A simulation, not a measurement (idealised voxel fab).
process module | voxel self aligned contacts
cross-section cut | 245 nm wide | cells 5 nm
A cross-section is a grid of square cells, given in bands from the top down. A band is one or more rows of cells.
Each band's line starts with the height of the band's top and of its bottom, in nm. Then come its materials from left to right, each with its width in nm. One material with "throughout" fills the band from edge to edge. "air" is empty space.
Height 0 is the level under which the wafer as received is all one material. The lowest band goes on downwards, as in "0 down".
A width such as "30 to 40" changes by the same amount from each row of cells to the next, from the band's top row to its bottom row.
"no change" after a step means that no cell of the cross-section changed.
closed voids: empty space of 8 cells or more with no open way to the top, each as width x height at its distance from the left edge, in nm
after a step's settings: what the simulator itself notes on the step
overlay nm, on a step with a mask: how far to the right of its planned place the mask lay; to the left if negative
plan
1 op RECEIVE | material Si
2 op OXIDIZE | depth nm 5
3 op DIRECTIONAL_DEP | material polySi | thk nm 30
4 op DIRECTIONAL_DEP | material SiN | thk nm 15
5 op MASKED_ETCH | tone cover | mask id GATE | width nm 35 | pitch nm 70 | etch materials SiN | depth nm 15 | overlay nm 0
6 op MASKED_ETCH | tone cover | mask id GATE | width nm 35 | pitch nm 70 | etch materials polySi | depth nm 30 | overlay nm 0
7 op CONFORMAL_DEP | material SiN | thk nm 5
8 op DIRECTIONAL_ETCH | etch materials SiN | depth nm 5
9 op FILL_DEP | material SiO2 | thk nm 15
10 op CMP | height nm 50
11 op DIRECTIONAL_DEP | material aC | thk nm 15
12 op PATTERN | tone open | mask id CONTACT | material resist | width nm 55 | pitch nm 70 | thk nm 35 | overlay nm 0
13 op DIRECTIONAL_ETCH | etch materials aC | depth nm 15
14 op STRIP | etch materials resist
15 op DIRECTIONAL_ETCH | etch materials SiO2 | depth nm 55
16 op STRIP | etch materials aC
17 op CONFORMAL_DEP | material TiN | thk nm 5
18 op FILL_DEP | material Ru | thk nm 10
19 op CMP | height nm 50
20 op CONFORMAL_DEP | material SiCN | thk nm 5
first wafer, as planned
as received, after step 1
  0 down: Si throughout
  closed voids: none
after step 2
  0 to -5: SiO2 throughout
  below -5: unchanged
after step 3
  30 to 0: polySi throughout
  below 0: unchanged
after step 4
  45 to 30: SiN throughout
  below 30: unchanged
after step 5
  45 to 30: air 35 | SiN 35 | air 35 | SiN 35 | air 35 | SiN 35 | air 35
  below 30: unchanged
after step 6
  45 to 30: air 35 | SiN 35 | air 35 | SiN 35 | air 35 | SiN 35 | air 35
  30 to 0: air 35 | polySi 35 | air 35 | polySi 35 | air 35 | polySi 35 | air 35
  below 0: unchanged
after step 7
  50 to 30: air 30 | SiN 45 | air 25 | SiN 45 | air 25 | SiN 45 | air 30
  30 to 5: air 30 | SiN 5 | polySi 35 | SiN 5 | air 25 | SiN 5 | polySi 35 | SiN 5 | air 25 | SiN 5 | polySi 35 | SiN 5 | air 30
  5 to 0: SiN 35 | polySi 35 | SiN 35 | polySi 35 | SiN 35 | polySi 35 | SiN 35
  below 0: unchanged
after step 8
  45 to 30: air 30 | SiN 45 | air 25 | SiN 45 | air 25 | SiN 45 | air 30
  30 to 0: air 30 | SiN 5 | polySi 35 | SiN 5 | air 25 | SiN 5 | polySi 35 | SiN 5 | air 25 | SiN 5 | polySi 35 | SiN 5 | air 30
  below 0: unchanged
after step 9
  60 to 45: SiO2 throughout
  45 to 30: SiO2 30 | SiN 45 | SiO2 25 | SiN 45 | SiO2 25 | SiN 45 | SiO2 30
  30 to 0: SiO2 30 | SiN 5 | polySi 35 | SiN 5 | SiO2 25 | SiN 5 | polySi 35 | SiN 5 | SiO2 25 | SiN 5 | polySi 35 | SiN 5 | SiO2 30
  below 0: unchanged
after step 10
  50 to 45: SiO2 throughout
  below 45: unchanged
after step 11
  65 to 50: aC throughout
  below 50: unchanged
after step 12
  100 to 65: resist 60 | air 55 | resist 15 | air 55 | resist 60
  below 65: unchanged
after step 13
  85 to 65: resist 60 | air 55 | resist 15 | air 55 | resist 60
  65 to 50: aC 60 | air 55 | aC 15 | air 55 | aC 60
  below 50: unchanged
after step 14
  65 to 50: aC 60 | air 55 | aC 15 | air 55 | aC 60
  below 50: unchanged
after step 15
  65 to 50: aC 60 | air 55 | aC 15 | air 55 | aC 60
  50 to 45: SiO2 60 | air 55 | SiO2 15 | air 55 | SiO2 60
  45 to 30: SiO2 30 | SiN 45 | air 25 | SiN 45 | air 25 | SiN 45 | SiO2 30
  30 to 0: SiO2 30 | SiN 5 | polySi 35 | SiN 5 | air 25 | SiN 5 | polySi 35 | SiN 5 | air 25 | SiN 5 | polySi 35 | SiN 5 | SiO2 30
  0 to -5: SiO2 75 | air 25 | SiO2 45 | air 25 | SiO2 75
  below -5: unchanged
after step 16
  50 to 45: SiO2 60 | air 55 | SiO2 15 | air 55 | SiO2 60
  below 45: unchanged
after step 17
  55 to 50: TiN 65 | air 45 | TiN 25 | air 45 | TiN 65
  50 to 45: SiO2 60 | TiN 20 | air 15 | TiN 20 | SiO2 15 | TiN 20 | air 15 | TiN 20 | SiO2 60
  45 to 30: SiO2 30 | SiN 45 | TiN 5 | air 15 | TiN 5 | SiN 45 | TiN 5 | air 15 | TiN 5 | SiN 45 | SiO2 30
  30 to 0: SiO2 30 | SiN 5 | polySi 35 | SiN 5 | TiN 5 | air 15 | TiN 5 | SiN 5 | polySi 35 | SiN 5 | TiN 5 | air 15 | TiN 5 | SiN 5 | polySi 35 | SiN 5 | SiO2 30
  0 to -5: SiO2 75 | TiN 25 | SiO2 45 | TiN 25 | SiO2 75
  below -5: unchanged
after step 18
  65 to 55: Ru throughout
  55 to 50: TiN 65 | Ru 45 | TiN 25 | Ru 45 | TiN 65
  50 to 45: SiO2 60 | TiN 20 | Ru 15 | TiN 20 | SiO2 15 | TiN 20 | Ru 15 | TiN 20 | SiO2 60
  45 to 30: SiO2 30 | SiN 45 | TiN 5 | Ru 15 | TiN 5 | SiN 45 | TiN 5 | Ru 15 | TiN 5 | SiN 45 | SiO2 30
  30 to 0: SiO2 30 | SiN 5 | polySi 35 | SiN 5 | TiN 5 | Ru 15 | TiN 5 | SiN 5 | polySi 35 | SiN 5 | TiN 5 | Ru 15 | TiN 5 | SiN 5 | polySi 35 | SiN 5 | SiO2 30
  below 0: unchanged
after step 19
  50 to 45: SiO2 60 | TiN 20 | Ru 15 | TiN 20 | SiO2 15 | TiN 20 | Ru 15 | TiN 20 | SiO2 60
  below 45: unchanged
after step 20
  55 to 50: SiCN throughout
  below 50: unchanged
second wafer: like start, like plan, one mistake. Through step 1 it matches the first wafer
when step 2 should have ended
  30 to 0: polySi throughout
  below 0: unchanged
when step 3 should have ended
  30 to 25: SiO2 throughout
  below 25: unchanged
when step 4 should have ended
  45 to 30: SiN throughout
  below 30: unchanged
when step 5 should have ended
  45 to 30: air 35 | SiN 35 | air 35 | SiN 35 | air 35 | SiN 35 | air 35
  below 30: unchanged
when step 6 should have ended: no change
when step 7 should have ended
  50 to 35: air 30 | SiN 45 | air 25 | SiN 45 | air 25 | SiN 45 | air 30
  35 to 30: SiN throughout
  below 30: unchanged
when step 8 should have ended
  45 to 30: air 30 | SiN 45 | air 25 | SiN 45 | air 25 | SiN 45 | air 30
  below 30: unchanged
when step 9 should have ended
  60 to 45: SiO2 throughout
  45 to 30: SiO2 30 | SiN 45 | SiO2 25 | SiN 45 | SiO2 25 | SiN 45 | SiO2 30
  below 30: unchanged
when step 10 should have ended
  50 to 45: SiO2 throughout
  below 45: unchanged
when step 11 should have ended
  65 to 50: aC throughout
  below 50: unchanged
when step 12 should have ended
  100 to 65: resist 60 | air 55 | resist 15 | air 55 | resist 60
  below 65: unchanged
when step 13 should have ended
  85 to 65: resist 60 | air 55 | resist 15 | air 55 | resist 60
  65 to 50: aC 60 | air 55 | aC 15 | air 55 | aC 60
  below 50: unchanged
when step 14 should have ended
  65 to 50: aC 60 | air 55 | aC 15 | air 55 | aC 60
  below 50: unchanged
when step 15 should have ended
  65 to 50: aC 60 | air 55 | aC 15 | air 55 | aC 60
  50 to 45: SiO2 60 | air 55 | SiO2 15 | air 55 | SiO2 60
  45 to 30: SiO2 30 | SiN 45 | air 25 | SiN 45 | air 25 | SiN 45 | SiO2 30
  30 to 25: SiO2 75 | air 25 | SiO2 45 | air 25 | SiO2 75
  below 25: unchanged
when step 16 should have ended
  50 to 45: SiO2 60 | air 55 | SiO2 15 | air 55 | SiO2 60
  below 45: unchanged
when step 17 should have ended
  55 to 50: TiN 65 | air 45 | TiN 25 | air 45 | TiN 65
  50 to 45: SiO2 60 | TiN 20 | air 15 | TiN 20 | SiO2 15 | TiN 20 | air 15 | TiN 20 | SiO2 60
  45 to 30: SiO2 30 | SiN 45 | TiN 5 | air 15 | TiN 5 | SiN 45 | TiN 5 | air 15 | TiN 5 | SiN 45 | SiO2 30
  30 to 25: SiO2 75 | TiN 25 | SiO2 45 | TiN 25 | SiO2 75
  below 25: unchanged
when step 18 should have ended
  65 to 55: Ru throughout
  55 to 50: TiN 65 | Ru 45 | TiN 25 | Ru 45 | TiN 65
  50 to 45: SiO2 60 | TiN 20 | Ru 15 | TiN 20 | SiO2 15 | TiN 20 | Ru 15 | TiN 20 | SiO2 60
  45 to 30: SiO2 30 | SiN 45 | TiN 5 | Ru 15 | TiN 5 | SiN 45 | TiN 5 | Ru 15 | TiN 5 | SiN 45 | SiO2 30
  below 30: unchanged
when step 19 should have ended
  50 to 45: SiO2 60 | TiN 20 | Ru 15 | TiN 20 | SiO2 15 | TiN 20 | Ru 15 | TiN 20 | SiO2 60
  below 45: unchanged
when step 20 should have ended
  55 to 50: SiCN throughout
  below 50: unchanged
what went wrong: steps 2 and 3 were swapped
at the end the second wafer has, in cells: 36 fewer of Ru | 49 more of Si | 36 fewer of SiN | 72 fewer of SiO2 | 24 fewer of TiN | 119 more of polySi
